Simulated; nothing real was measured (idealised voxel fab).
process module | voxel gate over fins
cross-section cut | 265 nm wide | cells 5 nm
A cross-section is a grid of square cells, given in bands from the top down. A band is one or more rows of cells.
Each band's line starts with the height of the band's top and of its bottom, in nm. Then come its materials from left to right, each with its width in nm. One material with "throughout" fills the band from edge to edge. "air" is empty space.
Height 0 is the level under which the wafer as received is all one material. The lowest band goes on downwards, as in "0 down".
A width such as "30 to 40" changes by the same amount from each row of cells to the next, from the band's top row to its bottom row.
"no change" after a step means that no cell of the cross-section changed.
closed voids: empty space of 8 cells or more with no open way to the top, each as width x height at its distance from the left edge, in nm
after a step's settings: what the simulator itself notes on the step
overlay nm, on a step with a mask: how far to the right of its planned place the mask lay; to the left if negative
plan
1 op RECEIVE | material Si
2 op CONFORMAL_DEP | material SiN | thk nm 5
3 op MASKED_ETCH | tone cover | mask id FINS | width nm 15 | pitch nm 35 | etch materials SiN | depth nm 5 | overlay nm 0
4 op MASKED_ETCH | tone cover | mask id FINS | width nm 15 | pitch nm 35 | etch materials Si | depth nm 30 | overlay nm 0
5 op FILL_DEP | material SiO2 | thk nm 10
6 op CMP | height nm 5
7 op SELECTIVE_ETCH | etch materials SiO2 | depth nm 15
8 op STRIP | etch materials SiN
9 op CONFORMAL_DEP | material HfO2 | thk nm 5
10 op CONFORMAL_DEP | material TiN | thk nm 5
11 op FILL_DEP | material W | thk nm 15
12 op CMP | height nm 20
13 op CONFORMAL_DEP | material SiCN | thk nm 5
first wafer, as planned
as received, after step 1
  0 down: Si throughout
  closed voids: none
after step 2
  5 to 0: SiN throughout
  below 0: unchanged
after step 3
  5 to 0: air 90 | SiN 15 | air 20 | SiN 15 | air 20 | SiN 15 | air 90
  below 0: unchanged
after step 4
  5 to 0: air 90 | SiN 15 | air 20 | SiN 15 | air 20 | SiN 15 | air 90
  0 to -30: air 90 | Si 15 | air 20 | Si 15 | air 20 | Si 15 | air 90
  below -30: unchanged
after step 5
  15 to 5: SiO2 throughout
  5 to 0: SiO2 90 | SiN 15 | SiO2 20 | SiN 15 | SiO2 20 | SiN 15 | SiO2 90
  0 to -30: SiO2 90 | Si 15 | SiO2 20 | Si 15 | SiO2 20 | Si 15 | SiO2 90
  below -30: unchanged
after step 6
  5 to 0: SiO2 90 | SiN 15 | SiO2 20 | SiN 15 | SiO2 20 | SiN 15 | SiO2 90
  below 0: unchanged
after step 7
  5 to 0: air 90 | SiN 15 | air 20 | SiN 15 | air 20 | SiN 15 | air 90
  0 to -10: air 90 | Si 15 | air 20 | Si 15 | air 20 | Si 15 | air 90
  below -10: unchanged
after step 8
  0 to -10: air 90 | Si 15 | air 20 | Si 15 | air 20 | Si 15 | air 90
  below -10: unchanged
after step 9
  5 to 0: air 85 | HfO2 25 | air 10 | HfO2 25 | air 10 | HfO2 25 | air 85
  0 to -5: air 85 | HfO2 5 | Si 15 | HfO2 5 | air 10 | HfO2 5 | Si 15 | HfO2 5 | air 10 | HfO2 5 | Si 15 | HfO2 5 | air 85
  -5 to -10: HfO2 90 | Si 15 | HfO2 20 | Si 15 | HfO2 20 | Si 15 | HfO2 90
  below -10: unchanged
after step 10
  10 to 5: air 80 | TiN 105 | air 80
  5 to 0: air 80 | TiN 5 | HfO2 25 | TiN 10 | HfO2 25 | TiN 10 | HfO2 25 | TiN 5 | air 80
  0 to -5: TiN 85 | HfO2 5 | Si 15 | HfO2 5 | TiN 10 | HfO2 5 | Si 15 | HfO2 5 | TiN 10 | HfO2 5 | Si 15 | HfO2 5 | TiN 85
  below -5: unchanged
after step 11
  25 to 10: W throughout
  10 to 5: W 80 | TiN 105 | W 80
  5 to 0: W 80 | TiN 5 | HfO2 25 | TiN 10 | HfO2 25 | TiN 10 | HfO2 25 | TiN 5 | W 80
  below 0: unchanged
after step 12
  20 to 10: W throughout
  below 10: unchanged
after step 13
  25 to 20: SiCN throughout
  below 20: unchanged
second wafer: like start, like plan, one mistake. Through step 8 it matches the first wafer
when step 9 should have ended
  5 to 0: air 85 | SiN 25 | air 10 | SiN 25 | air 10 | SiN 25 | air 85
  0 to -5: air 85 | SiN 5 | Si 15 | SiN 5 | air 10 | SiN 5 | Si 15 | SiN 5 | air 10 | SiN 5 | Si 15 | SiN 5 | air 85
  -5 to -10: SiN 90 | Si 15 | SiN 20 | Si 15 | SiN 20 | Si 15 | SiN 90
  below -10: unchanged
when step 10 should have ended
  10 to 5: air 80 | TiN 105 | air 80
  5 to 0: air 80 | TiN 5 | SiN 25 | TiN 10 | SiN 25 | TiN 10 | SiN 25 | TiN 5 | air 80
  0 to -5: TiN 85 | SiN 5 | Si 15 | SiN 5 | TiN 10 | SiN 5 | Si 15 | SiN 5 | TiN 10 | SiN 5 | Si 15 | SiN 5 | TiN 85
  below -5: unchanged
when step 11 should have ended
  25 to 10: W throughout
  10 to 5: W 80 | TiN 105 | W 80
  5 to 0: W 80 | TiN 5 | SiN 25 | TiN 10 | SiN 25 | TiN 10 | SiN 25 | TiN 5 | W 80
  below 0: unchanged
when step 12 should have ended
  20 to 10: W throughout
  below 10: unchanged
when step 13 should have ended
  25 to 20: SiCN throughout
  below 20: unchanged
what went wrong: step 9 ran as: op CONFORMAL_DEP | material SiN | thk nm 5
at the end the second wafer has, in cells: 65 fewer of HfO2 | 65 more of SiN
